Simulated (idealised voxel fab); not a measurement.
Process module under the name voxel released beams
300 nm wide, 5 nm square cells: that's cross-section cut.
In this document a cross-section is written as a grid of square cells. It is given as a series of bands, listed from the top down, and a band is one or more rows of cells. Band: top height; bottom height; in nm. Then, left to right: material with width in nm, for each material. "everywhere": a single material spanning edge to edge. "air": empty space. Heights are expressed relative to 0, this being the level below which the as-received wafer comprises one material exclusively. The lowest band is unbounded in the downward direction and is denoted as in "0 down". Per-row width for "30..40": begins at first number (top row of band), ends at second number (bottom row), increment between rows held constant. Step note "stayed the same" = no cross-section cell changed. Closed-off voids of 8+ cells (no open route to the top) go in "Catalogued sealed voids", written width x height at distance from the left edge, in nm. Past the settings on a step's line: simulator remark, on that step. overlay nm: how far to the right of its planned place the mask lay on this masked step (negative: to the left).
INTENDED PROCESS STEPS
1) RECEIVE [material Si]
2) CONFORMAL_DEP [material Al2O3] [thk nm 10]
3) DIRECTIONAL_DEP [material SiO2] [thk nm 10]
4) DIRECTIONAL_DEP [material aC] [thk nm 10]
5) PATTERN [tone open] [mask id ANCHOR] [material resist] [width nm 40] [thk nm 25] [overlay nm 0]
6) DIRECTIONAL_ETCH [etch materials aC] [depth nm 10]
7) STRIP [etch materials resist]
8) DIRECTIONAL_ETCH [etch materials SiO2] [depth nm 10]
9) STRIP [etch materials aC]
10) CONFORMAL_DEP [material SiN] [thk nm 15]
11) DIRECTIONAL_DEP [material aC] [thk nm 15]
12) PATTERN [tone cover] [mask id BEAM] [material resist] [width nm 100] [thk nm 30] [overlay nm 0]
13) DIRECTIONAL_ETCH [etch materials aC] [depth nm 15]
14) STRIP [etch materials resist]
15) DIRECTIONAL_ETCH [etch materials SiN] [depth nm 15]
16) STRIP [etch materials aC]
17) STRIP [etch materials SiO2]
THE FOLLOWING PERTAINS TO THE FIRST OF TWO WAFERS, WHICH WAS PROCESSED AS PLANNED
SHOWN IN CROSS-SECTION IS THE WAFER AS RECEIVED, THAT IS, AS IT STANDS AFTER STEP 1
    0 down  Si everywhere
    Catalogued sealed voids: none
HOW THE WAFER STANDS IN SECTION AFTER STEP 2
    10 to 0  Al2O3 everywhere
    Nothing below the height 0 has changed.
HOW THE WAFER STANDS IN SECTION AFTER STEP 3
    20 to 10  SiO2 everywhere
    Nothing below the height 10 has changed.
HOW THE WAFER STANDS IN SECTION AFTER STEP 4
    30 to 20  aC everywhere
    Nothing below the height 20 has changed.
HOW THE WAFER STANDS IN SECTION AFTER STEP 5
    55 to 30  resist 100 / air 40 / resist 160
    Nothing below the height 30 has changed.
HOW THE WAFER STANDS IN SECTION AFTER STEP 6
    45 to 30  resist 100 / air 40 / resist 160
    30 to 20  aC 100 / air 40 / aC 160
    Nothing below the height 20 has changed.
HOW THE WAFER STANDS IN SECTION AFTER STEP 7
    30 to 20  aC 100 / air 40 / aC 160
    Nothing below the height 20 has changed.
HOW THE WAFER STANDS IN SECTION AFTER STEP 8
    30 to 20  aC 100 / air 40 / aC 160
    20 to 10  SiO2 100 / air 40 / SiO2 160
    Nothing below the height 10 has changed.
HOW THE WAFER STANDS IN SECTION AFTER STEP 9
    20 to 10  SiO2 100 / air 40 / SiO2 160
    Nothing below the height 10 has changed.
HOW THE WAFER STANDS IN SECTION AFTER STEP 10
    35 to 25  SiN 115 / air 10 / SiN 175
    25 to 20  SiN everywhere
    20 to 10  SiO2 100 / SiN 40 / SiO2 160
    Nothing below the height 10 has changed.
HOW THE WAFER STANDS IN SECTION AFTER STEP 11
    50 to 40  aC 115 / air 10 / aC 175
    40 to 35  aC everywhere
    35 to 25  SiN 115 / aC 10 / SiN 175
    Nothing below the height 25 has changed.
HOW THE WAFER STANDS IN SECTION AFTER STEP 12
    80 to 50  air 95 / resist 100 / air 105
    50 to 40  aC 115 / resist 10 / aC 175
    Nothing below the height 40 has changed.
HOW THE WAFER STANDS IN SECTION AFTER STEP 13
    65 to 50  air 95 / resist 100 / air 105
    50 to 40  air 95 / aC 20 / resist 10 / aC 70 / air 105
    40 to 35  air 95 / aC 100 / air 105
    Nothing below the height 35 has changed.
HOW THE WAFER STANDS IN SECTION AFTER STEP 14
    50 to 40  air 95 / aC 20 / air 10 / aC 70 / air 105
    Nothing below the height 40 has changed.
HOW THE WAFER STANDS IN SECTION AFTER STEP 15
    50 to 40  air 95 / aC 20 / air 10 / aC 70 / air 105
    40 to 35  air 95 / aC 100 / air 105
    35 to 25  air 95 / SiN 20 / aC 10 / SiN 70 / air 105
    25 to 20  air 95 / SiN 100 / air 105
    Nothing below the height 20 has changed.
HOW THE WAFER STANDS IN SECTION AFTER STEP 16
    35 to 25  air 95 / SiN 20 / air 10 / SiN 70 / air 105
    Nothing below the height 25 has changed.
HOW THE WAFER STANDS IN SECTION AFTER STEP 17
    35 to 25  air 95 / SiN 20 / air 10 / SiN 70 / air 105
    25 to 20  air 95 / SiN 100 / air 105
    20 to 10  air 100 / SiN 40 / air 160
    Nothing below the height 10 has changed.
THE SECOND WAFER WAS PREPARED FROM THE SAME STARTING POINT AND UNDER THE SAME PLAN AS THE FIRST; ITS PROCESSING CONTAINED ONE MISTAKE, AND IT REMAINS INDISTINGUISHABLE FROM THE FIRST WAFER UP TO AND INCLUDING STEP 4
CROSS-SECTION: SECOND WAFER, TIME AT WHICH STEP 5 WAS SCHEDULED TO END
    55 to 30  air 100 / resist 40 / air 160
    Nothing below the height 30 has changed.
CROSS-SECTION: SECOND WAFER, TIME AT WHICH STEP 6 WAS SCHEDULED TO END
    45 to 30  air 100 / resist 40 / air 160
    30 to 20  air 100 / aC 40 / air 160
    Nothing below the height 20 has changed.
CROSS-SECTION: SECOND WAFER, TIME AT WHICH STEP 7 WAS SCHEDULED TO END
    30 to 20  air 100 / aC 40 / air 160
    Nothing below the height 20 has changed.
CROSS-SECTION: SECOND WAFER, TIME AT WHICH STEP 8 WAS SCHEDULED TO END
    30 to 20  air 100 / aC 40 / air 160
    20 to 10  air 100 / SiO2 40 / air 160
    Nothing below the height 10 has changed.
CROSS-SECTION: SECOND WAFER, TIME AT WHICH STEP 9 WAS SCHEDULED TO END
    20 to 10  air 100 / SiO2 40 / air 160
    Nothing below the height 10 has changed.
CROSS-SECTION: SECOND WAFER, TIME AT WHICH STEP 10 WAS SCHEDULED TO END
    35 to 25  air 85 / SiN 70 / air 145
    25 to 20  SiN everywhere
    20 to 10  SiN 100 / SiO2 40 / SiN 160
    Nothing below the height 10 has changed.
CROSS-SECTION: SECOND WAFER, TIME AT WHICH STEP 11 WAS SCHEDULED TO END
    50 to 40  air 85 / aC 70 / air 145
    40 to 35  aC everywhere
    35 to 25  aC 85 / SiN 70 / aC 145
    Nothing below the height 25 has changed.
CROSS-SECTION: SECOND WAFER, TIME AT WHICH STEP 12 WAS SCHEDULED TO END
    80 to 50  air 95 / resist 100 / air 105
    50 to 40  air 85 / aC 70 / resist 40 / air 105
    Nothing below the height 40 has changed.
CROSS-SECTION: SECOND WAFER, TIME AT WHICH STEP 13 WAS SCHEDULED TO END
    65 to 50  air 95 / resist 100 / air 105
    50 to 40  air 95 / aC 60 / resist 40 / air 105
    40 to 35  air 95 / aC 100 / air 105
    35 to 25  air 85 / SiN 70 / aC 40 / air 105
    Nothing below the height 25 has changed.
CROSS-SECTION: SECOND WAFER, TIME AT WHICH STEP 14 WAS SCHEDULED TO END
    50 to 40  air 95 / aC 60 / air 145
    Nothing below the height 40 has changed.
CROSS-SECTION: SECOND WAFER, TIME AT WHICH STEP 15 WAS SCHEDULED TO END
    50 to 40  air 95 / aC 60 / air 145
    40 to 35  air 95 / aC 100 / air 105
    35 to 25  air 95 / SiN 60 / aC 40 / air 105
    25 to 20  air 95 / SiN 100 / air 105
    20 to 10  air 85 / SiN 15 / SiO2 40 / SiN 55 / air 105
    Nothing below the height 10 has changed.
CROSS-SECTION: SECOND WAFER, TIME AT WHICH STEP 16 WAS SCHEDULED TO END
    35 to 25  air 95 / SiN 60 / air 145
    Nothing below the height 25 has changed.
Cross-section: second wafer, time at which step 17 was scheduled to end: stayed the same
Deviation noted in wafer processing: step 5 ran as: PATTERN [tone cover] [mask id ANCHOR] [material resist] [width nm 40] [thk nm 25] [overlay nm 0]
FYI, end of process, the second wafer has more or fewer cells of some materials than the first: 16 more of SiO2
